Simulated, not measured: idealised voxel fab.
process module | voxel self aligned vias
cross-section cut | 215 nm wide | cells 5 nm
A cross-section is a grid of square cells, given in bands from the top down. A band is one or more rows of cells.
Each band's line starts with the height of the band's top and of its bottom, in nm. Then come its materials from left to right, each with its width in nm. One material with "throughout" fills the band from edge to edge. "air" is empty space.
Height 0 is the level under which the wafer as received is all one material. The lowest band goes on downwards, as in "0 down".
A width such as "30 to 40" changes by the same amount from each row of cells to the next, from the band's top row to its bottom row.
"no change" after a step means that no cell of the cross-section changed.
closed voids: empty space of 8 cells or more with no open way to the top, each as width x height at its distance from the left edge, in nm
after a step's settings: what the simulator itself notes on the step
overlay nm, on a step with a mask: how far to the right of its planned place the mask lay; to the left if negative
Each pair below shows a cross-section before one step and the cross-section after it, down to the lowest band that changed. The line under each pair gives the step between them, with its settings. The pairs can come from different runs of this module on the same starting wafer, so a pair continues from the pair above only where its "before" says so.
before
  70 to 55: resist 25 | air 40 | resist 20 | air 40 | resist 20 | air 40 | resist 30
  55 to 35: lowk 25 | air 40 | lowk 20 | air 40 | lowk 20 | air 40 | lowk 30
  35 to 25: lowk 25 | SiN 30 | lowk 30 | SiN 30 | lowk 30 | SiN 30 | lowk 40
  25 to 20: lowk 25 | TiN 5 | W 20 | TiN 5 | lowk 30 | TiN 5 | W 20 | TiN 5 | lowk 30 | TiN 5 | W 20 | TiN 5 | lowk 40
  20 to 15: lowk 25 | TiN 30 | lowk 30 | TiN 30 | lowk 30 | TiN 30 | lowk 40
  15 to 10: SiCN throughout
  10 to 0: SiO2 throughout
  0 down: Si throughout
  closed voids: none
after
  70 to 55: resist 25 | air 40 | resist 20 | air 40 | resist 20 | air 40 | resist 30
  55 to 35: lowk 25 | air 40 | lowk 20 | air 40 | lowk 20 | air 40 | lowk 30
  35 to 25: lowk 25 | air 30 | lowk 30 | air 30 | lowk 30 | air 30 | lowk 40
  below 25: unchanged
  closed voids: none
the step between: op DIRECTIONAL_ETCH | etch materials SiN | depth nm 10
before: the cross-section after the pair above
after
  55 to 35: lowk 25 | air 40 | lowk 20 | air 40 | lowk 20 | air 40 | lowk 30
  below 35: unchanged
  closed voids: none
the step between: op STRIP | etch materials resist
before: the cross-section after the pair above
after
  60 to 55: TiN 30 | air 30 | TiN 30 | air 30 | TiN 30 | air 30 | TiN 35
  55 to 40: lowk 25 | TiN 5 | air 30 | TiN 5 | lowk 20 | TiN 5 | air 30 | TiN 5 | lowk 20 | TiN 5 | air 30 | TiN 5 | lowk 30
  40 to 30: lowk 25 | TiN 5 | air 20 | TiN 15 to 5 | lowk 20 to 30 | TiN 5 | air 20 | TiN 15 to 5 | lowk 20 to 30 | TiN 5 | air 20 | TiN 15 to 5 | lowk 30 to 40
  30 to 25: lowk 25 | TiN 30 | lowk 30 | TiN 30 | lowk 30 | TiN 30 | lowk 40
  below 25: unchanged
  closed voids: none
the step between: op CONFORMAL_DEP | material TiN | thk nm 5
before: the cross-section after the pair above
after
  70 to 60: Cu throughout
  60 to 55: TiN 30 | Cu 30 | TiN 30 | Cu 30 | TiN 30 | Cu 30 | TiN 35
  55 to 40: lowk 25 | TiN 5 | Cu 30 | TiN 5 | lowk 20 | TiN 5 | Cu 30 | TiN 5 | lowk 20 | TiN 5 | Cu 30 | TiN 5 | lowk 30
  40 to 30: lowk 25 | TiN 5 | Cu 20 | TiN 15 to 5 | lowk 20 to 30 | TiN 5 | Cu 20 | TiN 15 to 5 | lowk 20 to 30 | TiN 5 | Cu 20 | TiN 15 to 5 | lowk 30 to 40
  below 30: unchanged
  closed voids: none
the step between: op FILL_DEP | material Cu | thk nm 10
before: the cross-section after the pair above
after
  55 to 40: lowk 25 | TiN 5 | Cu 30 | TiN 5 | lowk 20 | TiN 5 | Cu 30 | TiN 5 | lowk 20 | TiN 5 | Cu 30 | TiN 5 | lowk 30
  below 40: unchanged
  closed voids: none
the step between: op CMP | height nm 55
before: the cross-section after the pair above
after
  60 to 55: SiCN throughout
  below 55: unchanged
  closed voids: none
the step between: op CONFORMAL_DEP | material SiCN | thk nm 5
before
  60 to 55: TiN 30 | air 30 | TiN 30 | air 30 | TiN 30 | air 30 | TiN 35
  55 to 40: lowk 25 | TiN 5 | air 30 | TiN 5 | lowk 20 | TiN 5 | air 30 | TiN 5 | lowk 20 | TiN 5 | air 30 | TiN 5 | lowk 30
  40 to 30: lowk 25 to 30 | TiN 10 to 5 | air 20 | TiN 10 to 5 | lowk 20 to 30 | TiN 10 to 5 | air 20 | TiN 10 to 5 | lowk 20 to 30 | TiN 10 to 5 | air 20 | TiN 10 to 5 | lowk 30 to 35
  30 to 25: lowk 30 | TiN 30 | lowk 30 | TiN 30 | lowk 30 | TiN 30 | lowk 35
  25 to 20: lowk 30 | TiN 5 | W 20 | TiN 5 | lowk 30 | TiN 5 | W 20 | TiN 5 | lowk 30 | TiN 5 | W 20 | TiN 5 | lowk 35
  20 to 15: lowk 30 | TiN 30 | lowk 30 | TiN 30 | lowk 30 | TiN 30 | lowk 35
  15 to 10: SiCN throughout
  10 to 0: SiO2 throughout
  0 down: Si throughout
  closed voids: none
after
  70 to 55: TiN throughout
  55 to 35: lowk 25 | TiN 40 | lowk 20 | TiN 40 | lowk 20 | TiN 40 | lowk 30
  35 to 25: lowk 30 | TiN 30 | lowk 30 | TiN 30 | lowk 30 | TiN 30 | lowk 35
  below 25: unchanged
  closed voids: none
the step between: op FILL_DEP | material TiN | thk nm 10
before: the cross-section after the pair above
after
  55 to 35: lowk 25 | TiN 40 | lowk 20 | TiN 40 | lowk 20 | TiN 40 | lowk 30
  below 35: unchanged
  closed voids: none
the step between: op CMP | height nm 55
before: the cross-section after the pair above
after
  60 to 55: SiCN throughout
  below 55: unchanged
  closed voids: none
the step between: op CONFORMAL_DEP | material SiCN | thk nm 5
before
  35 to 15: lowk throughout
  15 to 10: SiCN throughout
  10 to 0: SiO2 throughout
  0 down: Si throughout
  closed voids: none
after
  35 to 15: air 30 | lowk 30 | air 30 | lowk 30 | air 30 | lowk 30 | air 35
  below 15: unchanged
  closed voids: none
the step between: op MASKED_ETCH | tone cover | mask id LINES | width nm 30 | pitch nm 60 | etch materials lowk | depth nm 20 | overlay nm 0
before: the cross-section after the pair above
after
  40 to 35: air 25 | TiN 40 | air 20 | TiN 40 | air 20 | TiN 40 | air 30
  35 to 20: air 25 | TiN 5 | lowk 30 | TiN 5 | air 20 | TiN 5 | lowk 30 | TiN 5 | air 20 | TiN 5 | lowk 30 | TiN 5 | air 30
  20 to 15: TiN 30 | lowk 30 | TiN 30 | lowk 30 | TiN 30 | lowk 30 | TiN 35
  below 15: unchanged
  closed voids: none
the step between: op CONFORMAL_DEP | material TiN | thk nm 5
before: the cross-section after the pair above
after
  45 to 40: W throughout
  40 to 35: W 25 | TiN 40 | W 20 | TiN 40 | W 20 | TiN 40 | W 30
  35 to 20: W 25 | TiN 5 | lowk 30 | TiN 5 | W 20 | TiN 5 | lowk 30 | TiN 5 | W 20 | TiN 5 | lowk 30 | TiN 5 | W 30
  below 20: unchanged
  closed voids: none
the step between: op FILL_DEP | material W | thk nm 5
before: the cross-section after the pair above
after
  35 to 20: W 25 | TiN 5 | lowk 30 | TiN 5 | W 20 | TiN 5 | lowk 30 | TiN 5 | W 20 | TiN 5 | lowk 30 | TiN 5 | W 30
  below 20: unchanged
  closed voids: none
the step between: op CMP | height nm 35
before: the cross-section after the pair above
after
  35 to 25: air 30 | lowk 30 | air 30 | lowk 30 | air 30 | lowk 30 | air 35
  below 25: unchanged
  closed voids: none
the step between: op SELECTIVE_ETCH | etch materials W Ru TiN | depth nm 10
before: the cross-section after the pair above
after
  45 to 35: SiN throughout
  35 to 25: SiN 30 | lowk 30 | SiN 30 | lowk 30 | SiN 30 | lowk 30 | SiN 35
  below 25: unchanged
  closed voids: none
the step between: op FILL_DEP | material SiN | thk nm 10
before: the cross-section after the pair above
after
  35 to 25: SiN 30 | lowk 30 | SiN 30 | lowk 30 | SiN 30 | lowk 30 | SiN 35
  below 25: unchanged
  closed voids: none
the step between: op CMP | height nm 35
before: the cross-section after the pair above
after
  55 to 35: lowk throughout
  below 35: unchanged
  closed voids: none
the step between: op DIRECTIONAL_DEP | material lowk | thk nm 20
before: the cross-section after the pair above
after
  70 to 55: resist 25 | air 40 | resist 20 | air 40 | resist 20 | air 40 | resist 30
  below 55: unchanged
  closed voids: none
the step between: op PATTERN | tone open | mask id VIAS | material resist | width nm 40 | pitch nm 60 | thk nm 15 | overlay nm 0
before: the cross-section after the pair above
after
  70 to 55: resist 25 | air 40 | resist 20 | air 40 | resist 20 | air 40 | resist 30
  55 to 35: lowk 25 | air 40 | lowk 20 | air 40 | lowk 20 | air 40 | lowk 30
  below 35: unchanged
  closed voids: none
the step between: op DIRECTIONAL_ETCH | etch materials lowk | depth nm 20
before: the cross-section after the pair above
after
  70 to 55: resist 25 | air 40 | resist 20 | air 40 | resist 20 | air 40 | resist 30
  55 to 35: lowk 25 | air 40 | lowk 20 | air 40 | lowk 20 | air 40 | lowk 30
  35 to 25: SiN 25 | air 5 | lowk 30 | air 5 | SiN 20 | air 5 | lowk 30 | air 5 | SiN 20 | air 5 | lowk 30 | air 5 | SiN 30
  below 25: unchanged
  closed voids: none
the step between: op DIRECTIONAL_ETCH | etch materials SiN | depth nm 10
before: the cross-section after the pair above
after
  55 to 35: lowk 25 | air 40 | lowk 20 | air 40 | lowk 20 | air 40 | lowk 30
  below 35: unchanged
  closed voids: none
the step between: op STRIP | etch materials resist
before: the cross-section after the pair above
after
  60 to 55: TiN 30 | air 30 | TiN 30 | air 30 | TiN 30 | air 30 | TiN 35
  55 to 40: lowk 25 | TiN 5 | air 30 | TiN 5 | lowk 20 | TiN 5 | air 30 | TiN 5 | lowk 20 | TiN 5 | air 30 | TiN 5 | lowk 30
  40 to 35: lowk 25 | TiN 40 | lowk 20 | TiN 40 | lowk 20 | TiN 40 | lowk 30
  35 to 25: SiN 25 | TiN 5 | lowk 30 | TiN 5 | SiN 20 | TiN 5 | lowk 30 | TiN 5 | SiN 20 | TiN 5 | lowk 30 | TiN 5 | SiN 30
  below 25: unchanged
  closed voids: none
the step between: op CONFORMAL_DEP | material TiN | thk nm 5
before: the cross-section after the pair above
after
  70 to 60: Cu throughout
  60 to 55: TiN 30 | Cu 30 | TiN 30 | Cu 30 | TiN 30 | Cu 30 | TiN 35
  55 to 40: lowk 25 | TiN 5 | Cu 30 | TiN 5 | lowk 20 | TiN 5 | Cu 30 | TiN 5 | lowk 20 | TiN 5 | Cu 30 | TiN 5 | lowk 30
  below 40: unchanged
  closed voids: none
the step between: op FILL_DEP | material Cu | thk nm 10
before: the cross-section after the pair above
after
  55 to 40: lowk 25 | TiN 5 | Cu 30 | TiN 5 | lowk 20 | TiN 5 | Cu 30 | TiN 5 | lowk 20 | TiN 5 | Cu 30 | TiN 5 | lowk 30
  below 40: unchanged
  closed voids: none
the step between: op CMP | height nm 55
before: the cross-section after the pair above
after
  60 to 55: SiCN throughout
  below 55: unchanged
  closed voids: none
the step between: op CONFORMAL_DEP | material SiCN | thk nm 5
